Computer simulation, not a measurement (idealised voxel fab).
The following is a process module called voxel released beams.
Xsec cut, 295 nm wide, square cell size 5 nm.
The cross-sections in this document take the form of a grid made of square cells. They are written out as bands, in order from top to bottom. Each band consists of one or more rows of cells. Band entry format. Leading values: height of top, height of bottom, nm. Remainder: materials in left-to-right order, each with its width in nm. Special words: "all across" on a single material, which then fills the band edge to edge; "blank", empty space. Height is counted from the level 0, under which the received wafer is composed throughout of one material. The lowest of the bands is not closed at the bottom but continues downward, in the notation "z 0 and below". Read "30..40" as a graded width: first number on top, second number at the bottom, same change between each pair of neighbouring rows. "nothing changed" -> step changed no cross-section cell. Look at "Listed closed voids" for the closed voids: empty spaces with no open path to the top, sized 8 cells or up. Each is width x height at distance, distance from the left edge, all nm. Formally, on a step line, whatever follows the settings is a remark that the simulator itself makes on the step. overlay nm: for a step with a mask, the amount by which the mask lay right of where it was planned; a negative amount means left of it.

[plan]
1 RECEIVE with material Si
2 CONFORMAL_DEP with material Al2O3, thk nm 10
3 DIRECTIONAL_DEP with material SiO2, thk nm 15
4 PATTERN with tone open, mask id ANCHOR, material resist, width nm 35, thk nm 20, overlay nm 0
5 DIRECTIONAL_ETCH with etch materials SiO2, depth nm 15
6 STRIP with etch materials resist
7 CONFORMAL_DEP with material SiN, thk nm 15
8 DIRECTIONAL_DEP with material aC, thk nm 15
9 PATTERN with tone cover, mask id BEAM, material resist, width nm 115, thk nm 30, overlay nm 0
10 DIRECTIONAL_ETCH with etch materials aC, depth nm 15
11 STRIP with etch materials resist
12 DIRECTIONAL_ETCH with etch materials SiN, depth nm 15
13 STRIP with etch materials aC
14 STRIP with etch materials SiO2

[Account of the first of two wafers, which was processed as intended]

[Received-state cross-section, reflecting completion of step 1]
z 0 and below  Si all across
Listed closed voids: none

[Cross-section of the wafer after step 2]
z 10 to 0  Al2O3 all across
No changes below 0.

[Cross-section of the wafer after step 3]
z 25 to 10  SiO2 all across
No changes below 10.

[Cross-section of the wafer after step 4]
z 45 to 25  90 resist / 35 blank / 170 resist
No changes below 25.

[Cross-section of the wafer after step 5]
z 45 to 25  90 resist / 35 blank / 170 resist
z 25 to 10  90 SiO2 / 35 blank / 170 SiO2
No changes below 10.

[Cross-section of the wafer after step 6]
z 25 to 10  90 SiO2 / 35 blank / 170 SiO2
No changes below 10.

[Cross-section of the wafer after step 7]
z 40 to 25  105 SiN / 5 blank / 185 SiN
z 25 to 10  90 SiO2 / 35 SiN / 170 SiO2
No changes below 10.

[Cross-section of the wafer after step 8]
z 55 to 40  105 aC / 5 blank / 185 aC
z 40 to 25  105 SiN / 5 aC / 185 SiN
No changes below 25.

[Cross-section of the wafer after step 9]
z 85 to 55  85 blank / 115 resist / 95 blank
z 55 to 40  105 aC / 5 resist / 185 aC
No changes below 40.

[Cross-section of the wafer after step 10]
z 70 to 55  85 blank / 115 resist / 95 blank
z 55 to 40  85 blank / 20 aC / 5 resist / 90 aC / 95 blank
No changes below 40.

[Cross-section of the wafer after step 11]
z 55 to 40  85 blank / 20 aC / 5 blank / 90 aC / 95 blank
No changes below 40.

[Cross-section of the wafer after step 12]
z 55 to 40  85 blank / 20 aC / 5 blank / 90 aC / 95 blank
z 40 to 25  85 blank / 20 SiN / 5 aC / 90 SiN / 95 blank
No changes below 25.

[Cross-section of the wafer after step 13]
z 40 to 25  85 blank / 20 SiN / 5 blank / 90 SiN / 95 blank
No changes below 25.

[Cross-section of the wafer after step 14]
z 40 to 25  85 blank / 20 SiN / 5 blank / 90 SiN / 95 blank
z 25 to 10  90 blank / 35 SiN / 170 blank
No changes below 10.

[Second Wafer (Identical Start and Plan, One Processing Error; Matches First Wafer Through Step 6)]

[Cross-section, second wafer, at the end time the plan gives for step 7]
z 55 to 25  SiN all across
z 25 to 10  90 SiO2 / 35 SiN / 170 SiO2
No changes below 10.

[Cross-section, second wafer, at the end time the plan gives for step 8]
z 70 to 55  aC all across
No changes below 55.

[Cross-section, second wafer, at the end time the plan gives for step 9]
z 100 to 70  85 blank / 115 resist / 95 blank
No changes below 70.

[Cross-section, second wafer, at the end time the plan gives for step 10]
z 85 to 70  85 blank / 115 resist / 95 blank
z 70 to 55  85 blank / 115 aC / 95 blank
No changes below 55.

[Cross-section, second wafer, at the end time the plan gives for step 11]
z 70 to 55  85 blank / 115 aC / 95 blank
No changes below 55.

[Cross-section, second wafer, at the end time the plan gives for step 12]
z 70 to 55  85 blank / 115 aC / 95 blank
z 55 to 40  85 blank / 115 SiN / 95 blank
No changes below 40.

[Cross-section, second wafer, at the end time the plan gives for step 13]
z 55 to 40  85 blank / 115 SiN / 95 blank
No changes below 40.

Cross-section, second wafer, at the end time the plan gives for step 14: nothing changed
The plan and the run diverged here: step 7 from the plan got run twice
Looking at both finished wafers in cells, the second ends up ahead of or behind the first on some materials: SiN +180, SiO2 +156
